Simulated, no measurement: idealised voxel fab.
The following process module bears the name voxel transistor to metal.
Shown is cross-section cut, with a width of 210 nm and square cells of size 5 nm.
A cross-section in this document is a grid of square cells, and it is written down as bands, the top band listed before the ones below it; a band is made up of one or more rows of cells.
This entry defines a band. It first specifies the height of the band's top and the height of its bottom in nm, and then specifies the band's materials from left to right, stating each material with its width in nm. The word "edge to edge" identifies a single material that fills the band from edge to edge, while the word "blank" identifies empty space.
Counting heights begins at 0, where everything beneath is, in the wafer as received, one material. The lowest band has no bottom; it goes on downwards, as "0 -> down" shows.
A width given as "30..40" starts at the first number in the band's top row and ends at the second number in its bottom row, shifting by an equal amount at every step from row to row.
Reading "nothing changed" for a step: not a cell of the cross-section changed in it.
Reported under the label "Enclosed voids" are the empty spaces having no open way to the top and comprising 8 cells or more; the notation for each is width x height at distance, in which the distance is measured from the left edge and all three values are in nm.
It should be noted that, on the line of a given step, the content following the step's settings is a remark produced by the simulator itself with respect to that step.
A step's line can hold "overlay nm"; with a mask on that step, the setting says how far right of the planned place the mask lay, while a negative setting says it lay to the left.
Set out below are the planned steps of the process
1) RECEIVE,material Si
2) CONFORMAL_DEP,material SiO2,thk nm 5
3) CONFORMAL_DEP,material SiN,thk nm 10
4) DIRECTIONAL_DEP,material aC,thk nm 15
5) PATTERN,tone cover,mask id ACTIVE,material resist,width nm 105,thk nm 30,overlay nm 0
6) DIRECTIONAL_ETCH,etch materials aC,depth nm 15
7) STRIP,etch materials resist
8) DIRECTIONAL_ETCH,etch materials SiN,depth nm 10
9) DIRECTIONAL_ETCH,etch materials SiO2,depth nm 5
10) DIRECTIONAL_ETCH,etch materials Si,depth nm 35
11) STRIP,etch materials aC
12) OXIDIZE,depth nm 5
13) FILL_DEP,material SiO2,thk nm 5
14) CMP,height nm 15
15) SELECTIVE_ETCH,etch materials SiO2,depth nm 10
16) STRIP,etch materials SiN
17) SELECTIVE_ETCH,etch materials SiO2,depth nm 5
18) OXIDIZE,depth nm 5
19) DIRECTIONAL_DEP,material polySi,thk nm 30
20) DIRECTIONAL_DEP,material SiCN,thk nm 15
21) PATTERN,tone cover,mask id GATE,material resist,width nm 25,thk nm 20,overlay nm 0
22) DIRECTIONAL_ETCH,etch materials SiCN,depth nm 25
23) DIRECTIONAL_ETCH,etch materials polySi,depth nm 40
24) STRIP,etch materials resist
25) CONFORMAL_DEP,material SiN,thk nm 5
26) DIRECTIONAL_ETCH,etch materials SiN,depth nm 5
27) DIRECTIONAL_ETCH,etch materials SiO2,depth nm 5
28) EPI,material pSi,thk nm 5
29) FILL_DEP,material SiO2,thk nm 5
30) CMP,height nm 30
31) STRIP,etch materials polySi
32) SELECTIVE_ETCH,etch materials SiO2,depth nm 5
33) CONFORMAL_DEP,material HfO2,thk nm 5
34) CONFORMAL_DEP,material TiN,thk nm 5
35) FILL_DEP,material W,thk nm 10
36) CMP,height nm 25
37) DIRECTIONAL_DEP,material SiO2,thk nm 15
38) MASKED_ETCH,tone open,mask id CONTACT,width nm 15,pitch nm 70,etch materials SiO2,depth nm 40,overlay nm 0
39) CONFORMAL_DEP,material TiN,thk nm 5
40) FILL_DEP,material W,thk nm 10
41) CMP,height nm 40
42) DIRECTIONAL_DEP,material TiN,thk nm 5
43) DIRECTIONAL_DEP,material Ru,thk nm 20
44) MASKED_ETCH,tone cover,mask id METAL_1,width nm 15,pitch nm 70,etch materials Ru,depth nm 20,overlay nm 0
45) MASKED_ETCH,tone cover,mask id METAL_1,width nm 15,pitch nm 70,etch materials TiN,depth nm 5,overlay nm 0
46) FILL_DEP,material lowk,thk nm 5
47) CMP,height nm 65
48) CONFORMAL_DEP,material SiCN,thk nm 5
Wafer cross-section on receipt, i.e. after step 1
* 0 -> down  Si edge to edge
* Enclosed voids: none
End-of-module XS, first of two wafers, run as planned
* 70 -> 65  SiCN edge to edge
* 65 -> 45  lowk 60 | Ru 15 | lowk 55 | Ru 15 | lowk 65
* 45 -> 40  lowk 60 | TiN 15 | lowk 55 | TiN 15 | lowk 65
* 40 -> 25  SiO2 60 | TiN 5 | W 5 | TiN 5 | SiO2 55 | TiN 5 | W 5 | TiN 5 | SiO2 65
* 25 -> 5  SiO2 60 | TiN 5 | W 5 | TiN 5 | SiO2 10 | SiN 5 | HfO2 5 | TiN 5 | W 5 | TiN 5 | HfO2 5 | SiN 5 | SiO2 10 | TiN 5 | W 5 | TiN 5 | SiO2 65
* 5 -> 0  SiO2 60 | TiN 15 | SiO2 10 | SiN 5 | HfO2 5 | TiN 15 | HfO2 5 | SiN 5 | SiO2 10 | TiN 15 | SiO2 65
* 0 -> -5  SiO2 50 | pSi 35 | HfO2 35 | pSi 35 | SiO2 55
* -5 -> -40  SiO2 55 | Si 95 | SiO2 60
* -40 -> down  Si edge to edge
* Enclosed voids: none
Second wafer through the module, sectioned at the end: same beginning and same plan as the first wafer, with one mistake in carrying it out
* 70 -> 65  SiCN edge to edge
* 65 -> 45  lowk 60 | Ru 15 | lowk 55 | Ru 15 | lowk 65
* 45 -> 40  lowk 60 | TiN 15 | lowk 55 | TiN 15 | lowk 65
* 40 -> 25  SiO2 60 | TiN 5 | W 5 | TiN 5 | SiO2 55 | TiN 5 | W 5 | TiN 5 | SiO2 65
* 25 -> 5  SiO2 60 | TiN 5 | W 5 | TiN 5 | SiO2 10 | SiN 5 | W 5 | TiN 5 | W 5 | TiN 5 | W 5 | SiN 5 | SiO2 10 | TiN 5 | W 5 | TiN 5 | SiO2 65
* 5 -> 0  SiO2 60 | TiN 15 | SiO2 10 | SiN 5 | W 5 | TiN 15 | W 5 | SiN 5 | SiO2 10 | TiN 15 | SiO2 65
* 0 -> -5  SiO2 50 | pSi 35 | W 35 | pSi 35 | SiO2 55
* -5 -> -40  SiO2 55 | Si 95 | SiO2 60
* -40 -> down  Si edge to edge
* Enclosed voids: none
Against the plan, the run slipped here: step 33 off recipe, ran as CONFORMAL_DEP,material W,thk nm 5
Bottom line after processing is that, in cells, the second wafer is up or down on some materials versus the first: HfO2: 17 fewer | W: 17 more
